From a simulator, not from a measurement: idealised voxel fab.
Presented below is a process module, voxel spacer lines.
Shown is cross-section cut, with a width of 220 nm and square cells of size 5 nm.
Format of a cross-section: grid, square cells. Given as bands. Order: top down. Band: one or more rows of cells. Read a band's entry like this: the first values are the height of its top and the height of its bottom in nm, and what follows is the sequence of materials from left to right, each with its width in nm. Note that "blank" is empty space, and that a single material marked "full width" reaches across the band from edge to edge. Note: height 0 marks the level under which the wafer is uniformly one material as received. Lowest band unbounded below, written "top 0, no bottom". A width given as "30 to 40" starts at the first number in the band's top row and ends at the second number in its bottom row, shifting by an equal amount at every step from row to row. What does "left unchanged" mean for a step? It means no cell of the cross-section changed in that step. For the entry "Enclosed void inventory", the listed items are empty spaces with no open way to the top whose size is 8 cells or more; each item follows the pattern width x height at distance, where distance is from the left edge and all three are in nm. On a step's line, text after the settings is the simulator commenting on that step. "overlay nm" on a masked step: distance the mask lay right of its planned place, negative for left.
### List of planned process steps
- 1: RECEIVE, material Si
- 2: CONFORMAL_DEP, material Al2O3, thk nm 5
- 3: DIRECTIONAL_DEP, material TiN, thk nm 15
- 4: DIRECTIONAL_DEP, material aC, thk nm 25
- 5: PATTERN, tone cover, mask id MANDREL, material resist, width nm 20, pitch nm 70, thk nm 35, overlay nm 0
- 6: DIRECTIONAL_ETCH, etch materials aC, depth nm 25
- 7: STRIP, etch materials resist
- 8: CONFORMAL_DEP, material SiO2, thk nm 15
- 9: DIRECTIONAL_ETCH, etch materials SiO2, depth nm 15
- 10: STRIP, etch materials aC
- 11: DIRECTIONAL_ETCH, etch materials TiN, depth nm 15
- 12: STRIP, etch materials SiO2
- 13: FILL_DEP, material lowk, thk nm 10
- 14: CMP, height nm 20
### So this is the incoming wafer in cross-section - it's already been through step 1
> top 0, no bottom: Si full width
> Enclosed void inventory: none
### Post-module cross-section: identical start and plan to those above, one misstep in execution
> top 20, bottom 0: Al2O3 full width
> top 0, no bottom: Si full width
> Enclosed void inventory: none
Where did the run depart from the plan? step 3 ran as: DIRECTIONAL_DEP, material Al2O3, thk nm 15
